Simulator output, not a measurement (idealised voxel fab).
process module | voxel ribs on slabs
It is cross-section cut that appears here, measuring 235 nm in width, its square cells being 5 nm in size.
Cross-sections here: square-cell grids, written as top-down lists of bands, a band being one or more rows of cells. Band: top and bottom heights (nm) first, top before bottom; then materials from left to right, widths in nm. "full width" marks a sole material filling the band edge to edge. "empty" denotes empty space. Beneath 0, the wafer as received is one material, and that level is where height counting begins. The lowest band goes on downward without a bottom; it is written like "0 nm and below". The width entry "30 to 40" should be interpreted row by row: the top row of cells in the band takes the first number, the bottom row takes the second number, and the change between adjacent rows is uniform throughout. Any step labelled "changes: none" changed none of the cells in the cross-section. Reported under the label "Enclosed void inventory" are the empty spaces having no open way to the top and comprising 8 cells or more; the notation for each is width x height at distance, in which the distance is measured from the left edge and all three values are in nm. That trailing text on a step's line, after the settings, is the simulator's own remark on the step. overlay nm: mask offset rightward from planned place, masked step; negative means leftward offset.

Process steps foreseen in the plan
1: RECEIVE | material Si
2: DIRECTIONAL_DEP | material SiO2 | thk nm 20
3: DIRECTIONAL_DEP | material SiN | thk nm 25
4: DIRECTIONAL_DEP | material aC | thk nm 15
5: PATTERN | tone cover | mask id RIB | material resist | width nm 30 | thk nm 35 | overlay nm 0
6: DIRECTIONAL_ETCH | etch materials aC | depth nm 15
7: STRIP | etch materials resist
8: DIRECTIONAL_ETCH | etch materials SiN | depth nm 5
9: STRIP | etch materials aC
10: MASKED_ETCH | tone cover | mask id SLAB | width nm 60 | etch materials SiN | depth nm 20 | overlay nm 0
11: FILL_DEP | material SiO2 | thk nm 15
12: CMP | height nm 55
13: DIRECTIONAL_DEP | material TiN | thk nm 5
14: PATTERN | tone cover | mask id HEATER | material resist | width nm 40 | thk nm 20 | overlay nm 0
15: DIRECTIONAL_ETCH | etch materials TiN | depth nm 5
16: STRIP | etch materials resist
17: CONFORMAL_DEP | material SiN | thk nm 5

Wafer cross-section on receipt, i.e. after step 1
	0 nm and below  Si full width
	Enclosed void inventory: none

End-of-module cross-section of the first of two wafers, processed as planned
	65 nm to 60 nm  empty (90), then SiN (50), then empty (95)
	60 nm to 55 nm  SiN (95), then TiN (40), then SiN (100)
	55 nm to 45 nm  SiO2 full width
	45 nm to 40 nm  SiO2 (100), then SiN (30), then SiO2 (105)
	40 nm to 20 nm  SiO2 (85), then SiN (60), then SiO2 (90)
	20 nm to 0 nm  SiO2 full width
	0 nm and below  Si full width
	Enclosed void inventory: none

Same start, same plan as the first wafer - but one mistake in the run. Cross-section of the second of the two at the end of the module
	65 nm to 60 nm  empty (90), then SiN (50), then empty (95)
	60 nm to 55 nm  SiN (95), then TiN (40), then SiN (100)
	55 nm to 40 nm  SiO2 full width
	40 nm to 25 nm  SiN (85), then SiO2 (60), then SiN (90)
	25 nm to 20 nm  SiN (85), then SiO2 (15), then SiN (30), then SiO2 (15), then SiN (90)
	20 nm to 0 nm  SiO2 full width
	0 nm and below  Si full width
	Enclosed void inventory: none
What went wrong in running the wafer? rather than as planned, step 10 actually ran as MASKED_ETCH | tone open | mask id SLAB | width nm 60 | etch materials SiN | depth nm 20 | overlay nm 0
Final tally in cells, some materials are higher or lower on the second wafer than on the first: SiN +92 | SiO2 -92
